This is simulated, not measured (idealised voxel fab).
The following is a process module called voxel gate over fins.
Pictured: cross-section cut, 205 nm wide, on a grid of 5 nm square cells.
Just so we're on the same page, the cross-sections are grids of square cells, and they're listed out in bands top to bottom, each band one or more rows deep. First you get the band's top height and its bottom height, in nm, and then the materials it's made of, left to right, with each width in nm. If you see a single material with "full width", that one covers the band edge to edge. "blank" is empty space. Height datum 0, below which the as-received substrate wafer is one material. Lowest band open at the bottom, running downward: "0 nm and below". Think of "30 to 40" as a width that walks from the first number to the second as you go down the band, top row to bottom row, taking equal-sized steps from row to row. You'll sometimes find "no change" written for a step, and that's the way of saying that nowhere in the cross-section did a cell change during that step. The entry titled "Fully sealed voids" provides the empty spaces that have no open way to the top, restricted to those of 8 cells or more. Each is presented as width x height at distance, the distance being measured from the left edge, with all three in nm. Anything after a step's settings on that line? It's the simulator's own note about the step. For masked steps, "overlay nm" on the step line gives how far right of plan the mask actually lay; a minus sign means it lay to the left.
Here's what the planned process steps look like
| 1 | RECEIVE (material Si) |
| 2 | CONFORMAL_DEP (material SiN; thk nm 10) |
| 3 | PATTERN (tone cover; mask id FINS; material resist; width nm 15; pitch nm 45; thk nm 20; overlay nm -10) |
| 4 | DIRECTIONAL_ETCH (etch materials SiN; depth nm 10) |
| 5 | DIRECTIONAL_ETCH (etch materials Si; depth nm 35) |
| 6 | STRIP (etch materials resist) |
| 7 | FILL_DEP (material SiO2; thk nm 10) |
| 8 | CMP (height nm 10) |
| 9 | SELECTIVE_ETCH (etch materials SiO2; depth nm 20) |
| 10 | STRIP (etch materials SiN) |
| 11 | CONFORMAL_DEP (material HfO2; thk nm 5) |
| 12 | CONFORMAL_DEP (material TiN; thk nm 5) |
| 13 | FILL_DEP (material W; thk nm 15) |
| 14 | CMP (height nm 20) |
| 15 | CONFORMAL_DEP (material SiCN; thk nm 10) |
The wafers are alike at the start. At step 3, their overlay nm differs. The plan lists the first wafer's value.
As received, i.e. after step 1: cross-section through the first of several wafers
- 0 nm and below  Si full width
- Fully sealed voids: none
Module finished, last step 15 done: cross-section of the first of several wafers
- 30 nm to 20 nm  SiCN full width
- 20 nm to 10 nm  W full width
- 10 nm to 5 nm  W: 5, TiN: 35, W: 10, TiN: 35, W: 10, TiN: 35, W: 10, TiN: 35, W: 30
- 5 nm to 0 nm  W: 5, TiN: 5, HfO2: 25, TiN: 5, W: 10, TiN: 5, HfO2: 25, TiN: 5, W: 10, TiN: 5, HfO2: 25, TiN: 5, W: 10, TiN: 5, HfO2: 25, TiN: 5, W: 30
- 0 nm to -5 nm  TiN: 10, HfO2: 5, Si: 15, HfO2: 5, TiN: 20, HfO2: 5, Si: 15, HfO2: 5, TiN: 20, HfO2: 5, Si: 15, HfO2: 5, TiN: 20, HfO2: 5, Si: 15, HfO2: 5, TiN: 35
- -5 nm to -10 nm  HfO2: 15, Si: 15, HfO2: 30, Si: 15, HfO2: 30, Si: 15, HfO2: 30, Si: 15, HfO2: 40
- -10 nm to -35 nm  SiO2: 15, Si: 15, SiO2: 30, Si: 15, SiO2: 30, Si: 15, SiO2: 30, Si: 15, SiO2: 40
- -35 nm and below  Si full width
- Fully sealed voids: none
The module's end: a cross-section of the last wafer
- 30 nm to 20 nm  SiCN full width
- 20 nm to 10 nm  W full width
- 10 nm to 5 nm  W: 30, TiN: 35, W: 10, TiN: 35, W: 10, TiN: 35, W: 10, TiN: 35, W: 5
- 5 nm to 0 nm  W: 30, TiN: 5, HfO2: 25, TiN: 5, W: 10, TiN: 5, HfO2: 25, TiN: 5, W: 10, TiN: 5, HfO2: 25, TiN: 5, W: 10, TiN: 5, HfO2: 25, TiN: 5, W: 5
- 0 nm to -5 nm  TiN: 35, HfO2: 5, Si: 15, HfO2: 5, TiN: 20, HfO2: 5, Si: 15, HfO2: 5, TiN: 20, HfO2: 5, Si: 15, HfO2: 5, TiN: 20, HfO2: 5, Si: 15, HfO2: 5, TiN: 10
- -5 nm to -10 nm  HfO2: 40, Si: 15, HfO2: 30, Si: 15, HfO2: 30, Si: 15, HfO2: 30, Si: 15, HfO2: 15
- -10 nm to -35 nm  SiO2: 40, Si: 15, SiO2: 30, Si: 15, SiO2: 30, Si: 15, SiO2: 30, Si: 15, SiO2: 15
- -35 nm and below  Si full width
- Fully sealed voids: none
Below is a per-wafer table. In it, each row describes the wafer at the end of the module by giving, for each material, the number of cells gained (+) or lost (-) since the wafer was received, and after that the closed voids of the wafer
overlay nm -10, +57 HfO2, -203 Si, +82 SiCN, +145 SiO2, +57 TiN, +108 W, Fully sealed voids: none
overlay nm -5, +57 HfO2, -203 Si, +82 SiCN, +145 SiO2, +57 TiN, +108 W, Fully sealed voids: none
overlay nm 0, +57 HfO2, -203 Si, +82 SiCN, +145 SiO2, +57 TiN, +108 W, Fully sealed voids: none
overlay nm 5, +57 HfO2, -203 Si, +82 SiCN, +145 SiO2, +57 TiN, +108 W, Fully sealed voids: none
overlay nm 10, +57 HfO2, -203 Si, +82 SiCN, +145 SiO2, +57 TiN, +108 W, Fully sealed voids: none
overlay nm 15, +57 HfO2, -203 Si, +82 SiCN, +145 SiO2, +57 TiN, +108 W, Fully sealed voids: none
